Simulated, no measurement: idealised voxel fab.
process module | voxel ribs on slabs
cross-section cut | 235 nm wide | cells 5 nm
A cross-section is a grid of square cells, given in bands from the top down. A band is one or more rows of cells.
Each band's line starts with the height of the band's top and of its bottom, in nm. Then come its materials from left to right, each with its width in nm. One material with "throughout" fills the band from edge to edge. "air" is empty space.
Height 0 is the level under which the wafer as received is all one material. The lowest band goes on downwards, as in "0 down".
A width such as "30 to 40" changes by the same amount from each row of cells to the next, from the band's top row to its bottom row.
"no change" after a step means that no cell of the cross-section changed.
closed voids: empty space of 8 cells or more with no open way to the top, each as width x height at its distance from the left edge, in nm
after a step's settings: what the simulator itself notes on the step
overlay nm, on a step with a mask: how far to the right of its planned place the mask lay; to the left if negative
plan
1 op RECEIVE | material Si
2 op DIRECTIONAL_DEP | material SiO2 | thk nm 25
3 op DIRECTIONAL_DEP | material polySi | thk nm 25
4 op DIRECTIONAL_DEP | material aC | thk nm 10
5 op PATTERN | tone cover | mask id RIB | material resist | width nm 25 | thk nm 25 | overlay nm 0
6 op DIRECTIONAL_ETCH | etch materials aC | depth nm 10
7 op STRIP | etch materials resist
8 op DIRECTIONAL_ETCH | etch materials polySi | depth nm 10
9 op STRIP | etch materials aC
10 op DIRECTIONAL_DEP | material aC | thk nm 15
11 op PATTERN | tone cover | mask id SLAB | material resist | width nm 65 | thk nm 35 | overlay nm 0
12 op DIRECTIONAL_ETCH | etch materials aC | depth nm 15
13 op STRIP | etch materials resist
14 op DIRECTIONAL_ETCH | etch materials polySi | depth nm 15
15 op STRIP | etch materials aC
16 op FILL_DEP | material SiO2 | thk nm 30
17 op CMP | height nm 70
18 op DIRECTIONAL_DEP | material W | thk nm 5
19 op PATTERN | tone cover | mask id HEATER | material resist | width nm 35 | thk nm 15 | overlay nm 0
20 op DIRECTIONAL_ETCH | etch materials W | depth nm 5
21 op STRIP | etch materials resist
22 op CONFORMAL_DEP | material SiN | thk nm 5
as received, after step 1
  0 down: Si throughout
  closed voids: none
a wafer at the end: this start, this plan, one mistake
  80 to 75: air 95 | SiN 45 | air 95
  75 to 70: SiN 100 | W 35 | SiN 100
  70 to 40: SiO2 throughout
  40 to 30: SiO2 105 | polySi 25 | SiO2 105
  30 to 25: SiO2 85 | polySi 65 | SiO2 85
  25 to 0: SiO2 throughout
  0 down: Si throughout
  closed voids: none
what went wrong: step 3 ran as: op DIRECTIONAL_DEP | material polySi | thk nm 15
